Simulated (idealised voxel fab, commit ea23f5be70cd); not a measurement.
Module name: voxel wiring stack (process module)
We display cut, a cross-section 265 nm in width whose square cells are each 5 nm.
How to read a cross-section here: the picture is a grid of square cells, written as bands going from the top down, and any band can span one or more rows of cells. The band entry comprises the height of the band's top followed by the height of its bottom, expressed in nm, and subsequently the band's materials from left to right, each stated together with its width in nm. Where a single material is marked with the word "everywhere", that material fills the band from edge to edge. The word "air" represents empty space. Heights from 0 (as-received wafer is one material below). Bottom band endless downward, as "0 nm and below". Note: "30..40" means the width goes from the first number (top row of the band) to the second number (bottom row) in equal steps per row of cells. No cell of the cross-section changed in a step that is given as "everything unchanged". "Entrapped void list" specifies each empty space that is not open to the top and that occupies no fewer than 8 cells, using the form width x height at distance, the distance measured from the left edge and all three quantities in nm. If you see something after the settings on a step's line, that's the simulator's own remark about that step. overlay nm: mask right of planned place by this much (step with mask). Neg. = left.

The planned process steps are enumerated hereunder
| 1 | RECEIVE | material Si |
| 2 | CONFORMAL_DEP | material SiO2 | thk nm 15 |
| 3 | CONFORMAL_DEP | material SiN | thk nm 5 |
| 4 | DIRECTIONAL_DEP | material SiO2 | thk nm 15 |
| 5 | PATTERN | tone open | mask id METAL_1 | material resist | width nm 20 | pitch nm 40 | thk nm 20 | overlay nm 0 |
| 6 | DIRECTIONAL_ETCH | etch materials SiO2 | depth nm 15 |
| 7 | DIRECTIONAL_ETCH | etch materials SiN | depth nm 5 |
| 8 | STRIP | etch materials resist |
| 9 | CONFORMAL_DEP | material TiN | thk nm 5 |
| 10 | FILL_DEP | material Ru | thk nm 10 |
| 11 | CMP | height nm 35 |
| 12 | EPI | material Ru | thk nm 5 |
| 13 | FILL_DEP | material SiCN | thk nm 5 |
| 14 | DIRECTIONAL_DEP | material SiO2 | thk nm 20 |
| 15 | PATTERN | tone open | mask id PLUG_1 | material resist | width nm 15 | pitch nm 40 | thk nm 20 | overlay nm 0 |
| 16 | DIRECTIONAL_ETCH | etch materials SiO2 | depth nm 20 |
| 17 | DIRECTIONAL_ETCH | etch materials SiCN | depth nm 5 |
| 18 | STRIP | etch materials resist |
| 19 | CONFORMAL_DEP | material TiN | thk nm 5 |
| 20 | FILL_DEP | material W | thk nm 10 |
| 21 | CMP | height nm 65 |
| 22 | DIRECTIONAL_DEP | material TiN | thk nm 5 |
| 23 | DIRECTIONAL_DEP | material W | thk nm 20 |
| 24 | MASKED_ETCH | tone cover | mask id METAL_2 | width nm 20 | pitch nm 40 | etch materials W | depth nm 10 | overlay nm 0 |
| 25 | MASKED_ETCH | tone cover | mask id METAL_2 | width nm 20 | pitch nm 40 | etch materials TiN | depth nm 5 | overlay nm 0 |
| 26 | CONFORMAL_DEP | material SiN | thk nm 5 |
| 27 | FILL_DEP | material SiO2 | thk nm 5 |
| 28 | CMP | height nm 90 |
| 29 | CONFORMAL_DEP | material SiCN | thk nm 5 |
| 30 | DIRECTIONAL_DEP | material SiO2 | thk nm 30 |
| 31 | PATTERN | tone open | mask id METAL_3 | material resist | width nm 20 | pitch nm 40 | thk nm 15 | overlay nm 0 |
| 32 | DIRECTIONAL_ETCH | etch materials SiO2 | depth nm 15 |
| 33 | STRIP | etch materials resist |
| 34 | PATTERN | tone open | mask id METAL_3_HOLES | material resist | width nm 15 | pitch nm 40 | thk nm 15 | overlay nm 0 |
| 35 | DIRECTIONAL_ETCH | etch materials SiO2 | depth nm 15 |
| 36 | DIRECTIONAL_ETCH | etch materials SiCN | depth nm 5 |
| 37 | STRIP | etch materials resist |
| 38 | CONFORMAL_DEP | material TiN | thk nm 5 |
| 39 | FILL_DEP | material Cu | thk nm 5 |
| 40 | CMP | height nm 125 |
| 41 | CONFORMAL_DEP | material SiN | thk nm 5 |
Variable across wafers: step 24 depth nm (plan value is that of the first wafer; starting state common to all).

Cross-section, first of several wafers, as delivered after step 1
* 0 nm and below | Si everywhere
* Entrapped void list: none

Take any row and you have a wafer at the end of the module: how many cells of each material it has gained (+) or lost (-) since it was received, and then its closed voids
depth nm 10; +16 Cu; +24 Ru; +135 SiCN; +147 SiN; +799 SiO2; +127 TiN; +130 W; Entrapped void list: none
depth nm 15; +16 Cu; +24 Ru; +135 SiCN; +151 SiN; +840 SiO2; +127 TiN; +85 W; Entrapped void list: none
depth nm 20; +16 Cu; +24 Ru; +135 SiCN; +159 SiN; +922 SiO2; +82 TiN; +40 W; Entrapped void list: none
depth nm 25; +16 Cu; +24 Ru; +135 SiCN; +159 SiN; +922 SiO2; +82 TiN; +40 W; Entrapped void list: none
depth nm 30; +16 Cu; +24 Ru; +135 SiCN; +159 SiN; +922 SiO2; +82 TiN; +40 W; Entrapped void list: none
depth nm 35; +16 Cu; +24 Ru; +135 SiCN; +159 SiN; +922 SiO2; +82 TiN; +40 W; Entrapped void list: none
